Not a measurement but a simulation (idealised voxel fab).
This is a process module. Its name is voxel wiring stack.
Square cells of 5 nm make up the cross-section cut, whose width is 210 nm.
Bands, listed from the top down, are how a cross-section gets written in this document; the cross-section itself is a grid of square cells, and a band is one or more rows of them.
It is stipulated that each band's entry specify, in nanometres, the height of the top of the band and then that of its bottom, followed by the materials of the band in left-to-right sequence, each together with its width in nanometres. A single material marked by the word "full width" is understood to fill the band from edge to edge; the word "empty" is understood to denote empty space.
Counting heights begins at 0, where everything beneath is, in the wafer as received, one material. The lowest band has no bottom; it goes on downwards, as "0 nm and below" shows.
So if you see something like "30->40" for the width, read it as the top row of the band sitting at the first number and the bottom row at the second, with every row in between moving by the same amount as the last.
Step marked "left unchanged"? Then no cell in the cross-section changed in it.
Closed-off voids of 8+ cells (no open route to the top) go in "Closed cavity list", written width x height at distance from the left edge, in nm.
after a step's settings: what the simulator itself notes on the step
overlay nm: step with mask; distance mask lay right of planned place; negative value = left of planned place.

The following list gives the planned process steps
step 1: RECEIVE | material Si
step 2: CONFORMAL_DEP | material SiO2 | thk nm 10
step 3: DIRECTIONAL_DEP | material TiN | thk nm 5
step 4: DIRECTIONAL_DEP | material W | thk nm 25
step 5: PATTERN | tone cover | mask id METAL_1 | material resist | width nm 30 | pitch nm 55 | thk nm 15 | overlay nm 0
step 6: DIRECTIONAL_ETCH | etch materials W | depth nm 25
step 7: DIRECTIONAL_ETCH | etch materials TiN | depth nm 5
step 8: STRIP | etch materials resist
step 9: FILL_DEP | material lowk | thk nm 5
step 10: CMP | height nm 40
step 11: CONFORMAL_DEP | material SiCN | thk nm 5
step 12: DIRECTIONAL_DEP | material lowk | thk nm 10
step 13: DIRECTIONAL_DEP | material aC | thk nm 15
step 14: PATTERN | tone open | mask id PLUG_1 | material resist | width nm 15 | pitch nm 55 | thk nm 30 | overlay nm 0
step 15: DIRECTIONAL_ETCH | etch materials aC | depth nm 15
step 16: STRIP | etch materials resist
step 17: DIRECTIONAL_ETCH | etch materials lowk | depth nm 10
step 18: DIRECTIONAL_ETCH | etch materials SiCN | depth nm 5
step 19: STRIP | etch materials aC
step 20: EPI | material Ru | thk nm 10
step 21: EPI | material Ru | thk nm 5
step 22: CONFORMAL_DEP | material SiCN | thk nm 5
step 23: DIRECTIONAL_DEP | material SiO2 | thk nm 25
step 24: DIRECTIONAL_DEP | material aC | thk nm 10
step 25: PATTERN | tone open | mask id METAL_2 | material resist | width nm 30 | pitch nm 55 | thk nm 25 | overlay nm 0
step 26: DIRECTIONAL_ETCH | etch materials aC | depth nm 10
step 27: STRIP | etch materials resist
step 28: DIRECTIONAL_ETCH | etch materials SiO2 | depth nm 25
step 29: DIRECTIONAL_ETCH | etch materials SiCN | depth nm 5
step 30: STRIP | etch materials aC
step 31: CONFORMAL_DEP | material TiN | thk nm 5
step 32: FILL_DEP | material W | thk nm 5
step 33: CMP | height nm 85
step 34: CONFORMAL_DEP | material SiN | thk nm 5

Cross-sectional view of the wafer in its as-received condition, corresponding to the state after step 1
- 0 nm and below: Si full width
- Closed cavity list: none

Cross-sectional view of the first of the two wafers upon completion of the module, processed in accordance with the plan
- 90 nm to 85 nm: SiN full width
- 85 nm to 60 nm: 35 SiO2  5 TiN  20 W  5 TiN  25 SiO2  5 TiN  20 W  5 TiN  25 SiO2  5 TiN  20 W  5 TiN  35 SiO2
- 60 nm to 55 nm: 35 SiCN  30 TiN  25 SiCN  30 TiN  25 SiCN  30 TiN  35 SiCN
- 55 nm to 45 nm: 35 lowk  15 Ru  40 lowk  15 Ru  40 lowk  15 Ru  50 lowk
- 45 nm to 40 nm: 35 SiCN  15 Ru  40 SiCN  15 Ru  40 SiCN  15 Ru  50 SiCN
- 40 nm to 15 nm: 35 lowk  30 W  25 lowk  30 W  25 lowk  30 W  35 lowk
- 15 nm to 10 nm: 35 lowk  30 TiN  25 lowk  30 TiN  25 lowk  30 TiN  35 lowk
- 10 nm to 0 nm: SiO2 full width
- 0 nm and below: Si full width
- Closed cavity list: none

So this is wafer number two of the two, cut at the end of the module - it started where the first did and had the same plan, we just got one thing wrong running it
- 90 nm to 85 nm: SiN full width
- 85 nm to 80 nm: 40 TiN  20 W  35 TiN  20 W  35 TiN  20 W  40 TiN
- 80 nm to 60 nm: 35 SiO2  5 TiN  20 W  5 TiN  25 SiO2  5 TiN  20 W  5 TiN  25 SiO2  5 TiN  20 W  5 TiN  35 SiO2
- 60 nm to 55 nm: 35 SiO2  30 TiN  25 SiO2  30 TiN  25 SiO2  30 TiN  35 SiO2
- 55 nm to 45 nm: 35 lowk  15 Ru  40 lowk  15 Ru  40 lowk  15 Ru  50 lowk
- 45 nm to 40 nm: 35 SiCN  15 Ru  40 SiCN  15 Ru  40 SiCN  15 Ru  50 SiCN
- 40 nm to 15 nm: 35 lowk  30 W  25 lowk  30 W  25 lowk  30 W  35 lowk
- 15 nm to 10 nm: 35 lowk  30 TiN  25 lowk  30 TiN  25 lowk  30 TiN  35 lowk
- 10 nm to 0 nm: SiO2 full width
- 0 nm and below: Si full width
- Closed cavity list: none
Misprocessing identified: heads up, step 22 of the plan was skipped and never actually ran
It is noted that, at the conclusion of processing, the second wafer exhibits a higher or lower cell count for certain materials relative to the first: SiCN -24, TiN +24
